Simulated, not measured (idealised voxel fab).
Module name: voxel transistor to metal (process module)
We display cut, a cross-section 185 nm in width whose square cells are each 5 nm.
Heads up, the way a cross-section reads in here is a grid of square cells, handed over as bands from the top down, with every band being one or more rows of cells. Band: top and bottom heights (nm) first, top before bottom; then materials from left to right, widths in nm. "all across" marks a sole material filling the band edge to edge. "air" denotes empty space. Heights are expressed relative to 0, this being the level below which the as-received wafer comprises one material exclusively. The lowest band is unbounded in the downward direction and is denoted as in "0 and below". When a width is written as two numbers, as in "30 to 40", the first number is the width in the top row of cells of the band and the second is the width in its bottom row, and the width changes by the same amount from each row to the next. "all unchanged" (step): cross-section cells unchanged, all of them. "Sealed cavities": empty spaces of 8 cells or more with no open way to the top, each given as width x height at distance, distance from the left edge, all in nm. On each step's line, the part that comes after the settings is the simulator's own comment on the step. The "overlay nm" setting may appear on a step's line; for a step that uses a mask, it gives how far to the right of its planned position the mask lay, and a negative value indicates the left.
### Here's what the planned process steps look like
1 RECEIVE | material Si
2 OXIDIZE | depth nm 5
3 CONFORMAL_DEP | material SiN | thk nm 10
4 MASKED_ETCH | tone cover | mask id ACTIVE | width nm 105 | etch materials SiN | depth nm 10 | overlay nm 0
5 MASKED_ETCH | tone cover | mask id ACTIVE | width nm 105 | etch materials SiO2 | depth nm 5 | overlay nm 0
6 MASKED_ETCH | tone cover | mask id ACTIVE | width nm 105 | etch materials Si | depth nm 35 | overlay nm 0
7 FILL_DEP | material SiO2 | thk nm 10
8 CMP | height nm 10
9 SELECTIVE_ETCH | etch materials SiO2 | depth nm 10
10 STRIP | etch materials SiN
11 SELECTIVE_ETCH | etch materials SiO2 | depth nm 5
12 OXIDIZE | depth nm 5
13 DIRECTIONAL_DEP | material polySi | thk nm 25
14 DIRECTIONAL_DEP | material SiCN | thk nm 10
15 MASKED_ETCH | tone cover | mask id GATE | width nm 15 | etch materials SiCN | depth nm 20 | overlay nm 0
16 MASKED_ETCH | tone cover | mask id GATE | width nm 15 | etch materials polySi | depth nm 35 | overlay nm 0
17 CONFORMAL_DEP | material SiO2 | thk nm 5
18 DIRECTIONAL_ETCH | etch materials SiO2 | depth nm 5
19 CONFORMAL_DEP | material SiN | thk nm 10
20 DIRECTIONAL_ETCH | etch materials SiN | depth nm 10
21 DIRECTIONAL_ETCH | etch materials SiO2 | depth nm 5
22 EPI | material SiGe | thk nm 5
23 FILL_DEP | material SiO2 | thk nm 10
24 CMP | height nm 30
25 DIRECTIONAL_DEP | material SiO2 | thk nm 10
26 DIRECTIONAL_DEP | material aC | thk nm 10
27 PATTERN | tone open | mask id CONTACT | material resist | width nm 35 | pitch nm 60 | thk nm 25 | overlay nm 0
28 DIRECTIONAL_ETCH | etch materials aC | depth nm 10
29 STRIP | etch materials resist
30 DIRECTIONAL_ETCH | etch materials SiO2 | depth nm 45
31 STRIP | etch materials aC
32 CONFORMAL_DEP | material TiN | thk nm 5
33 FILL_DEP | material Ru | thk nm 10
34 CMP | height nm 40
35 CONFORMAL_DEP | material SiN | thk nm 5
36 DIRECTIONAL_DEP | material SiO2 | thk nm 15
37 MASKED_ETCH | tone open | mask id METAL_1 | width nm 20 | pitch nm 75 | etch materials SiO2 | depth nm 15 | overlay nm 0
38 MASKED_ETCH | tone open | mask id METAL_1 | width nm 20 | pitch nm 75 | etch materials SiN | depth nm 5 | overlay nm 0
39 CONFORMAL_DEP | material TiN | thk nm 5
40 FILL_DEP | material Ru | thk nm 10
41 CMP | height nm 60
42 CONFORMAL_DEP | material SiCN | thk nm 5
43 DIRECTIONAL_DEP | material SiO2 | thk nm 30
44 MASKED_ETCH | tone open | mask id METAL_2 | width nm 20 | pitch nm 75 | etch materials SiO2 | depth nm 15 | overlay nm 0
45 PATTERN | tone open | mask id METAL_2_HOLES | material resist | width nm 15 | pitch nm 75 | thk nm 20 | overlay nm 0
46 DIRECTIONAL_ETCH | etch materials SiO2 | depth nm 15
47 DIRECTIONAL_ETCH | etch materials SiCN | depth nm 5
48 STRIP | etch materials resist
49 CONFORMAL_DEP | material TiN | thk nm 5
50 FILL_DEP | material Ru | thk nm 5
51 CMP | height nm 95
52 CONFORMAL_DEP | material SiN | thk nm 5
### So this is the incoming wafer in cross-section - it's already been through step 1
    0 and below: Si all across
    Sealed cavities: none
### End-of-module cross-section of the first of two wafers, processed as planned
    100 down to 95: SiN all across
    95 down to 85: 45 SiO2 | 5 TiN | 10 Ru | 5 TiN | 55 SiO2 | 5 TiN | 10 Ru | 5 TiN | 45 SiO2
    85 down to 80: 45 SiO2 | 5 TiN | 5 Ru | 10 TiN | 55 SiO2 | 5 TiN | 5 Ru | 10 TiN | 45 SiO2
    80 down to 65: 45 SiO2 | 5 TiN | 5 Ru | 5 TiN | 60 SiO2 | 5 TiN | 5 Ru | 5 TiN | 50 SiO2
    65 down to 60: 45 SiCN | 15 TiN | 60 SiCN | 15 TiN | 50 SiCN
    60 down to 45: 45 SiO2 | 5 TiN | 10 Ru | 5 TiN | 55 SiO2 | 5 TiN | 10 Ru | 5 TiN | 45 SiO2
    45 down to 40: 45 SiN | 20 TiN | 55 SiN | 20 TiN | 45 SiN
    40 down to 30: 45 SiO2 | 5 TiN | 25 to 15 Ru | 5 to 15 TiN | 25 SiO2 | 5 to 15 TiN | 25 to 15 Ru | 5 TiN | 45 SiO2
    30 down to 20: 45 SiO2 | 5 TiN | 15 Ru | 5 TiN | 10 SiN | 5 SiO2 | 15 SiCN | 5 SiO2 | 10 SiN | 5 TiN | 15 Ru | 5 TiN | 45 SiO2
    20 down to 0: 45 SiO2 | 5 TiN | 15 Ru | 5 TiN | 10 SiN | 5 SiO2 | 15 polySi | 5 SiO2 | 10 SiN | 5 TiN | 15 Ru | 5 TiN | 45 SiO2
    0 down to -5: 45 SiO2 | 25 TiN | 10 SiN | 5 SiO2 | 15 polySi | 5 SiO2 | 10 SiN | 25 TiN | 45 SiO2
    -5 down to -10: 35 SiO2 | 35 SiGe | 45 SiO2 | 35 SiGe | 35 SiO2
    -10 down to -40: 40 SiO2 | 105 Si | 40 SiO2
    -40 and below: Si all across
    Sealed cavities: none
### Cross-section of the latter of the two wafers at module completion. It had an identical start and an identical plan to the former; in running it, one mistake was made
    100 down to 95: SiN all across
    95 down to 85: 45 SiO2 | 5 TiN | 10 Ru | 5 TiN | 55 SiO2 | 5 TiN | 10 Ru | 5 TiN | 45 SiO2
    85 down to 80: 45 SiO2 | 5 TiN | 5 Ru | 10 TiN | 55 SiO2 | 5 TiN | 5 Ru | 10 TiN | 45 SiO2
    80 down to 65: 45 SiO2 | 5 TiN | 5 Ru | 5 TiN | 60 SiO2 | 5 TiN | 5 Ru | 5 TiN | 50 SiO2
    65 down to 60: 45 SiCN | 15 TiN | 60 SiCN | 15 TiN | 50 SiCN
    60 down to 45: 45 SiO2 | 5 TiN | 10 Ru | 5 TiN | 55 SiO2 | 5 TiN | 10 Ru | 5 TiN | 45 SiO2
    45 down to 40: 45 SiN | 20 TiN | 55 SiN | 20 TiN | 45 SiN
    40 down to 30: 45 SiO2 | 5 TiN | 25 to 15 Ru | 5 to 15 TiN | 25 SiO2 | 5 to 15 TiN | 25 to 15 Ru | 5 TiN | 45 SiO2
    30 down to 25: 45 SiO2 | 5 TiN | 15 Ru | 5 TiN | 10 SiN | 5 SiO2 | 15 SiCN | 5 SiO2 | 10 SiN | 5 TiN | 15 Ru | 5 TiN | 45 SiO2
    25 down to 5: 45 SiO2 | 5 TiN | 15 Ru | 5 TiN | 10 SiN | 5 SiO2 | 15 polySi | 5 SiO2 | 10 SiN | 5 TiN | 15 Ru | 5 TiN | 45 SiO2
    5 down to 0: 45 SiO2 | 25 TiN | 10 SiN | 5 SiO2 | 15 polySi | 5 SiO2 | 10 SiN | 25 TiN | 45 SiO2
    0 down to -5: 30 SiO2 | 10 SiN | 5 SiO2 | 25 SiGe | 45 SiO2 | 25 SiGe | 5 SiO2 | 10 SiN | 30 SiO2
    -5 down to -10: 50 SiO2 | 85 Si | 50 SiO2
    -10 down to -40: 40 SiO2 | 105 Si | 40 SiO2
    -40 and below: Si all across
    Sealed cavities: none
Nonconformance to the process plan: deviation from plan: step 11 and step 10 executed in one another's positions
Final wafer comparison in cells, second versus first, more or fewer per material: Ru -6 | Si +17 | SiCN -3 | SiGe -4 | TiN -4
